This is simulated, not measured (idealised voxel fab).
Process module, titled voxel ribs on slabs
Square cell edge 5 nm, section width 155 nm, ID cut.
How to read a cross-section here: the picture is a grid of square cells, written as bands going from the top down, and any band can span one or more rows of cells.
What a band's entry tells you: where the top is and where the bottom is, as heights in nm, and after that what lies inside, material by material from left to right, each with its width in nm. Empty space is written as the word "air", and a single material marked with the word "full width" occupies the band from edge to edge.
Measure heights from 0. That's the level where, below it, the as-received wafer is all one material. The lowest band is bottomless and extends downward; write it as in "0 -> down".
The expression "30->40" gives the width at the extremes of the band, the first number at its top row of cells and the second at its bottom row, with the width changing by equal amounts from each row to the next in between.
Reading "changes: none" for a step: not a cell of the cross-section changed in it.
Reported under the label "Closed cavities" are the empty spaces having no open way to the top and comprising 8 cells or more; the notation for each is width x height at distance, in which the distance is measured from the left edge and all three values are in nm.
Whatever follows a step's settings on its line is a remark the simulator itself makes about that step.
The setting "overlay nm" may be written on the line of a step. When the step uses a mask, the value reports how far to the right of the planned place the mask lay, and a negative value reports that it lay to the left.
So here's the lineup of process steps we planned:
1 RECEIVE [material Si]
2 DIRECTIONAL_DEP [material SiO2] [thk nm 30]
3 DIRECTIONAL_DEP [material SiN] [thk nm 25]
4 PATTERN [tone cover] [mask id RIB] [material resist] [width nm 20] [thk nm 15] [overlay nm 0]
5 DIRECTIONAL_ETCH [etch materials SiN] [depth nm 20]
6 STRIP [etch materials resist]
7 MASKED_ETCH [tone cover] [mask id SLAB] [width nm 50] [etch materials SiN] [depth nm 5] [overlay nm 0]
8 FILL_DEP [material SiO2] [thk nm 20]
9 CMP [height nm 70]
10 DIRECTIONAL_DEP [material W] [thk nm 10]
11 DIRECTIONAL_DEP [material aC] [thk nm 15]
12 PATTERN [tone cover] [mask id HEATER] [material resist] [width nm 30] [thk nm 30] [overlay nm 0]
13 DIRECTIONAL_ETCH [etch materials aC] [depth nm 15]
14 STRIP [etch materials resist]
15 DIRECTIONAL_ETCH [etch materials W] [depth nm 10]
16 STRIP [etch materials aC]
17 CONFORMAL_DEP [material SiN] [thk nm 5]
As-received wafer cross-section (after step 1):
- 0 -> down | Si full width
- Closed cavities: none
Same starting wafer, same plan as above, one mistake in the execution; this is the cross-section at the end of the module:
- 85 -> 80 | air (55), then SiN (40), then air (60)
- 80 -> 75 | air (55), then SiN (5), then W (30), then SiN (5), then air (60)
- 75 -> 70 | SiN (60), then W (30), then SiN (65)
- 70 -> 25 | SiO2 full width
- 25 -> 0 | SiN full width
- 0 -> down | Si full width
- Closed cavities: none
Diagnosis: steps 2 and 3 of the plan were run in the wrong order, each in the other's place
